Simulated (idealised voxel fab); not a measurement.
Module name: voxel ribs on slabs (process module)
We display cut, a cross-section 280 nm in width whose square cells are each 5 nm.
A cross-section is a grid of square cells, given in bands from the top down. A band is one or more rows of cells. Band: top and bottom heights (nm) first, top before bottom; then materials from left to right, widths in nm. "everywhere" marks a sole material filling the band edge to edge. "air" denotes empty space. The reference from which all heights are counted is 0, the level beneath which the as-received wafer is entirely one material; the lowest band, having no lower bound, proceeds downward and is written after the example "0 and below". Read "30->40" as a graded width: first number on top, second number at the bottom, same change between each pair of neighbouring rows. "no change occurred" means the step left every cell of the cross-section as it was. Listed in "Internal closed voids": every empty space of 8 or more cells without an open way to the top. Form: width x height at distance, the distance being from the left edge, all in nm. Heads up: the bit after the settings on a step's line is the simulator's remark on that step. If you see "overlay nm" on a step's line and that step has a mask, it's telling you how far right of where it was planned the mask ended up; a negative number means it went left instead.
**The following list gives the planned process steps**
1. RECEIVE | material Si
2. DIRECTIONAL_DEP | material SiO2 | thk nm 20
3. DIRECTIONAL_DEP | material SiN | thk nm 15
4. PATTERN | tone cover | mask id RIB | material resist | width nm 15 | thk nm 15 | overlay nm 0
5. DIRECTIONAL_ETCH | etch materials SiN | depth nm 5
6. STRIP | etch materials resist
7. DIRECTIONAL_DEP | material aC | thk nm 10
8. PATTERN | tone cover | mask id SLAB | material resist | width nm 65 | thk nm 25 | overlay nm 0
9. DIRECTIONAL_ETCH | etch materials aC | depth nm 10
10. STRIP | etch materials resist
11. DIRECTIONAL_ETCH | etch materials SiN | depth nm 10
12. STRIP | etch materials aC
13. FILL_DEP | material SiO2 | thk nm 15
14. CMP | height nm 45
15. DIRECTIONAL_DEP | material W | thk nm 5
16. PATTERN | tone cover | mask id HEATER | material resist | width nm 15 | thk nm 20 | overlay nm 0
17. DIRECTIONAL_ETCH | etch materials W | depth nm 5
18. STRIP | etch materials resist
19. CONFORMAL_DEP | material SiO2 | thk nm 5
Keep in mind the plan's value for the width nm of step 16 comes from the first wafer; the wafers don't share that setting, but they do share the same starting point.
**Incoming state of the first of several wafers in cross-section: after step 1**
- 0 and below | Si everywhere
- Internal closed voids: none
**Cross-section, first of several wafers, end of module, after last step 19**
- 55 down to 50 | air (125) / SiO2 (25) / air (130)
- 50 down to 45 | SiO2 (130) / W (15) / SiO2 (135)
- 45 down to 35 | SiO2 everywhere
- 35 down to 30 | SiO2 (130) / SiN (15) / SiO2 (135)
- 30 down to 20 | SiO2 (105) / SiN (65) / SiO2 (110)
- 20 down to 0 | SiO2 everywhere
- 0 and below | Si everywhere
- Internal closed voids: none
**The final wafer, sectioned at module end**
- 55 down to 50 | air (115) / SiO2 (50) / air (115)
- 50 down to 45 | SiO2 (120) / W (40) / SiO2 (120)
- 45 down to 35 | SiO2 everywhere
- 35 down to 30 | SiO2 (130) / SiN (15) / SiO2 (135)
- 30 down to 20 | SiO2 (105) / SiN (65) / SiO2 (110)
- 20 down to 0 | SiO2 everywhere
- 0 and below | Si everywhere
- Internal closed voids: none
**Below, a row for every wafer. Read it as the end-of-module picture: for each material the wafer shows its cells gained (+) or lost (-) since it was received, and then its closed voids**
width nm 15, +29 SiN, +533 SiO2, +3 W, Internal closed voids: none
width nm 20, +29 SiN, +533 SiO2, +4 W, Internal closed voids: none
width nm 25, +29 SiN, +533 SiO2, +5 W, Internal closed voids: none
width nm 30, +29 SiN, +533 SiO2, +6 W, Internal closed voids: none
width nm 35, +29 SiN, +533 SiO2, +7 W, Internal closed voids: none
width nm 40, +29 SiN, +533 SiO2, +8 W, Internal closed voids: none
